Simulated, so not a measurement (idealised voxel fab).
You're looking at the process module voxel air gaps.
The cross-section shown here is cut; it is 255 nm wide and divided into square cells measuring 5 nm on a side.
Heads up, the way a cross-section reads in here is a grid of square cells, handed over as bands from the top down, with every band being one or more rows of cells. First you get the band's top height and its bottom height, in nm, and then the materials it's made of, left to right, with each width in nm. If you see a single material with "all across", that one covers the band edge to edge. "empty" is empty space. Heights are expressed relative to 0, this being the level below which the as-received wafer comprises one material exclusively. The lowest band is unbounded in the downward direction and is denoted as in "0..down". So if you see something like "30 to 40" for the width, read it as the top row of the band sitting at the first number and the bottom row at the second, with every row in between moving by the same amount as the last. Where a step carries "all unchanged", the cross-section came out of it unchanged, cell for cell. "Sealed internal cavities": empty spaces of 8 cells or more with no open way to the top, each given as width x height at distance, distance from the left edge, all in nm. Post-settings text on a step line: simulator's own remark regarding the step. If you see "overlay nm" on a step's line and that step has a mask, it's telling you how far right of where it was planned the mask ended up; a negative number means it went left instead.
### The steps planned for the process are as follows
step 1: RECEIVE,material Si
step 2: CONFORMAL_DEP,material SiO2,thk nm 15
step 3: CONFORMAL_DEP,material SiN,thk nm 5
step 4: DIRECTIONAL_DEP,material lowk,thk nm 35
step 5: DIRECTIONAL_DEP,material aC,thk nm 10
step 6: PATTERN,tone open,mask id LINES,material resist,width nm 25,pitch nm 55,thk nm 25,overlay nm 0
step 7: DIRECTIONAL_ETCH,etch materials aC,depth nm 10
step 8: STRIP,etch materials resist
step 9: DIRECTIONAL_ETCH,etch materials lowk,depth nm 35
step 10: STRIP,etch materials aC
step 11: CONFORMAL_DEP,material TiN,thk nm 5
step 12: FILL_DEP,material W,thk nm 5
step 13: CMP,height nm 55
step 14: EPI,material Ru,thk nm 10
step 15: SELECTIVE_ETCH,etch materials lowk,depth nm 45
step 16: CONFORMAL_DEP,material SiN,thk nm 5
### As received (post step 1): cross-section
* 0..down: Si all across
* Sealed internal cavities: none
### Looking at the first of two wafers in cross-section at end of module - ran to plan
* 70..65: 45 of empty | 165 of SiN | 45 of empty
* 65..55: 45 of empty | 5 of SiN | 45 of Ru | 10 of SiN | 45 of Ru | 10 of SiN | 45 of Ru | 5 of SiN | 45 of empty
* 55..50: 45 of empty | 15 of SiN | 5 of TiN | 15 of W | 5 of TiN | 30 of SiN | 5 of TiN | 15 of W | 5 of TiN | 30 of SiN | 5 of TiN | 15 of W | 5 of TiN | 15 of SiN | 45 of empty
* 50..25: 55 of empty | 5 of SiN | 5 of TiN | 15 of W | 5 of TiN | 5 of SiN | 20 of empty | 5 of SiN | 5 of TiN | 15 of W | 5 of TiN | 5 of SiN | 20 of empty | 5 of SiN | 5 of TiN | 15 of W | 5 of TiN | 5 of SiN | 55 of empty
* 25..20: 60 of SiN | 25 of TiN | 30 of SiN | 25 of TiN | 30 of SiN | 25 of TiN | 60 of SiN
* 20..15: SiN all across
* 15..0: SiO2 all across
* 0..down: Si all across
* Sealed internal cavities: 20 x 25 at 90; 20 x 25 at 145
### Cross-sectional view: second of two wafers, end of module; start and plan identical to the first, one mistake in running
* 65..55: 50 of empty | 45 of Ru | 10 of empty | 45 of Ru | 10 of empty | 45 of Ru | 50 of empty
* 55..25: 60 of empty | 5 of TiN | 15 of W | 5 of TiN | 30 of empty | 5 of TiN | 15 of W | 5 of TiN | 30 of empty | 5 of TiN | 15 of W | 5 of TiN | 60 of empty
* 25..20: 60 of empty | 25 of TiN | 30 of empty | 25 of TiN | 30 of empty | 25 of TiN | 60 of empty
* 20..15: SiN all across
* 15..0: SiO2 all across
* 0..down: Si all across
* Sealed internal cavities: none
Diagnosis: step 16 in the plan did not get run; it was skipped
Cell-count delta at end, second wafer over first, by material: 129 fewer of SiN
Wafer, first: 2 closed voids at end. Wafer, second: 0.
